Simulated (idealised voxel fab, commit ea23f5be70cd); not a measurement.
process module | voxel spacer lines
cross-section cut | 170 nm wide | cells 5 nm
A cross-section is a grid of square cells, given in bands from the top down. A band is one or more rows of cells.
Each band's line starts with the height of the band's top and of its bottom, in nm. Then come its materials from left to right, each with its width in nm. One material with "throughout" fills the band from edge to edge. "air" is empty space.
Height 0 is the level under which the wafer as received is all one material. The lowest band goes on downwards, as in "0 down".
A width such as "30 to 40" changes by the same amount from each row of cells to the next, from the band's top row to its bottom row.
"no change" after a step means that no cell of the cross-section changed.
closed voids: empty space of 8 cells or more with no open way to the top, each as width x height at its distance from the left edge, in nm
after a step's settings: what the simulator itself notes on the step
overlay nm, on a step with a mask: how far to the right of its planned place the mask lay; to the left if negative
plan
1 op RECEIVE | material Si
2 op CONFORMAL_DEP | material Al2O3 | thk nm 10
3 op DIRECTIONAL_DEP | material TiN | thk nm 10
4 op DIRECTIONAL_DEP | material polySi | thk nm 25
5 op PATTERN | tone cover | mask id MANDREL | material resist | width nm 15 | pitch nm 60 | thk nm 35 | overlay nm 0
6 op DIRECTIONAL_ETCH | etch materials polySi | depth nm 25
7 op STRIP | etch materials resist
8 op CONFORMAL_DEP | material SiO2 | thk nm 15
9 op DIRECTIONAL_ETCH | etch materials SiO2 | depth nm 15
10 op STRIP | etch materials polySi
11 op DIRECTIONAL_ETCH | etch materials TiN | depth nm 10
12 op STRIP | etch materials SiO2
13 op FILL_DEP | material lowk | thk nm 5
14 op CMP | height nm 20
first wafer, as planned
as received, after step 1
  0 down: Si throughout
  closed voids: none
after step 2
  10 to 0: Al2O3 throughout
  below 0: unchanged
after step 3
  20 to 10: TiN throughout
  below 10: unchanged
after step 4
  45 to 20: polySi throughout
  below 20: unchanged
after step 5
  80 to 45: air 45 | resist 15 | air 45 | resist 15 | air 50
  below 45: unchanged
after step 6
  80 to 45: air 45 | resist 15 | air 45 | resist 15 | air 50
  45 to 20: air 45 | polySi 15 | air 45 | polySi 15 | air 50
  below 20: unchanged
after step 7
  45 to 20: air 45 | polySi 15 | air 45 | polySi 15 | air 50
  below 20: unchanged
after step 8
  60 to 45: air 30 | SiO2 45 | air 15 | SiO2 45 | air 35
  45 to 35: air 30 | SiO2 15 | polySi 15 | SiO2 15 | air 15 | SiO2 15 | polySi 15 | SiO2 15 | air 35
  35 to 20: SiO2 45 | polySi 15 | SiO2 45 | polySi 15 | SiO2 50
  below 20: unchanged
after step 9
  45 to 20: air 30 | SiO2 15 | polySi 15 | SiO2 15 | air 15 | SiO2 15 | polySi 15 | SiO2 15 | air 35
  below 20: unchanged
after step 10
  45 to 20: air 30 | SiO2 15 | air 15 | SiO2 15 | air 15 | SiO2 15 | air 15 | SiO2 15 | air 35
  below 20: unchanged
after step 11
  45 to 20: air 30 | SiO2 15 | air 15 | SiO2 15 | air 15 | SiO2 15 | air 15 | SiO2 15 | air 35
  20 to 10: air 30 | TiN 15 | air 15 | TiN 15 | air 15 | TiN 15 | air 15 | TiN 15 | air 35
  below 10: unchanged
after step 12
  20 to 10: air 30 | TiN 15 | air 15 | TiN 15 | air 15 | TiN 15 | air 15 | TiN 15 | air 35
  below 10: unchanged
after step 13
  25 to 20: lowk throughout
  20 to 10: lowk 30 | TiN 15 | lowk 15 | TiN 15 | lowk 15 | TiN 15 | lowk 15 | TiN 15 | lowk 35
  below 10: unchanged
after step 14
  20 to 10: lowk 30 | TiN 15 | lowk 15 | TiN 15 | lowk 15 | TiN 15 | lowk 15 | TiN 15 | lowk 35
  below 10: unchanged
second wafer: like start, like plan, one mistake. Through step 12 it matches the first wafer
when step 13 should have ended
  25 to 20: Al2O3 throughout
  20 to 10: Al2O3 30 | TiN 15 | Al2O3 15 | TiN 15 | Al2O3 15 | TiN 15 | Al2O3 15 | TiN 15 | Al2O3 35
  below 10: unchanged
when step 14 should have ended
  20 to 10: Al2O3 30 | TiN 15 | Al2O3 15 | TiN 15 | Al2O3 15 | TiN 15 | Al2O3 15 | TiN 15 | Al2O3 35
  below 10: unchanged
what went wrong: step 13 ran as: op FILL_DEP | material Al2O3 | thk nm 5
at the end the second wafer has, in cells: 44 more of Al2O3 | 44 fewer of lowk
